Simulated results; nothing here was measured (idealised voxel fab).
The following process module bears the name voxel self aligned contacts.
Section shown: cut. Width: 300 nm. Cell size: 5 nm, square.
Reading order for cross-sections: top band down to bottom band. Underlying form: a grid of square cells. Band size: one or more rows of cells. In this notation a band is specified by the heights of its top and bottom, in that order and in nm, after which its materials appear from left to right, each paired with its width in nm. The word "full width" attached to a single material means that material fills the band from edge to edge; the word "blank" stands for empty space. Counting heights begins at 0, where everything beneath is, in the wafer as received, one material. The lowest band has no bottom; it goes on downwards, as "0 -> down" shows. You'd read "30..40" like this: the band's top row of cells is as wide as the first number, its bottom row is as wide as the second, and going down, every row changes width by the same amount as the row before did. Step marked "nothing different"? Then no cell in the cross-section changed in it. So "Closed void register" is basically the list of trapped voids: any empty space of 8 cells or more that can't reach the top through an opening. They're written width x height at distance, the distance being from the left edge, and it's all nm. What comes after the settings on a step's line is commentary from the simulator itself on that step. overlay nm: mask right of planned place by this much (step with mask). Neg. = left.
[Here's what the planned process steps look like]
1: RECEIVE, material Si
2: OXIDIZE, depth nm 5
3: DIRECTIONAL_DEP, material polySi, thk nm 30
4: DIRECTIONAL_DEP, material SiN, thk nm 15
5: MASKED_ETCH, tone cover, mask id GATE, width nm 35, pitch nm 65, etch materials SiN, depth nm 15, overlay nm 0
6: MASKED_ETCH, tone cover, mask id GATE, width nm 35, pitch nm 65, etch materials polySi, depth nm 30, overlay nm 0
7: CONFORMAL_DEP, material SiN, thk nm 5
8: DIRECTIONAL_ETCH, etch materials SiN, depth nm 5
9: FILL_DEP, material SiO2, thk nm 10
10: CMP, height nm 50
11: DIRECTIONAL_DEP, material aC, thk nm 10
12: PATTERN, tone open, mask id CONTACT, material resist, width nm 40, thk nm 25, overlay nm -15
13: DIRECTIONAL_ETCH, etch materials aC, depth nm 10
14: STRIP, etch materials resist
15: DIRECTIONAL_ETCH, etch materials SiO2, depth nm 55
16: STRIP, etch materials aC
17: CONFORMAL_DEP, material TiN, thk nm 5
18: FILL_DEP, material W, thk nm 10
19: CMP, height nm 50
20: CONFORMAL_DEP, material SiN, thk nm 5
Don't read the plan's overlay nm for step 12 as applying to every wafer: that's the first wafer's value, and the wafers differ in it, though they all start identical.
[So this is the first of several wafers, cross-sectioned as it came to us, meaning it's at the end of step 1]
> 0 -> down | Si full width
> Closed void register: none
[Below is a per-wafer table. In it, each row describes the wafer at the end of the module by giving, for each material, the number of cells gained (+) or lost (-) since the wafer was received, and after that the closed voids of the wafer]
overlay nm -15, -60 Si, +138 SiN, +460 SiO2, +28 TiN, +10 W, +84 polySi, Closed void register: none
overlay nm -10, -60 Si, +138 SiN, +450 SiO2, +28 TiN, +20 W, +84 polySi, Closed void register: none
overlay nm -5, -60 Si, +138 SiN, +450 SiO2, +28 TiN, +20 W, +84 polySi, Closed void register: none
overlay nm 0, -60 Si, +138 SiN, +450 SiO2, +28 TiN, +20 W, +84 polySi, Closed void register: none
overlay nm 5, -60 Si, +138 SiN, +450 SiO2, +28 TiN, +20 W, +84 polySi, Closed void register: none
overlay nm 10, -60 Si, +138 SiN, +450 SiO2, +28 TiN, +20 W, +84 polySi, Closed void register: none
overlay nm 15, -60 Si, +138 SiN, +460 SiO2, +28 TiN, +10 W, +84 polySi, Closed void register: none
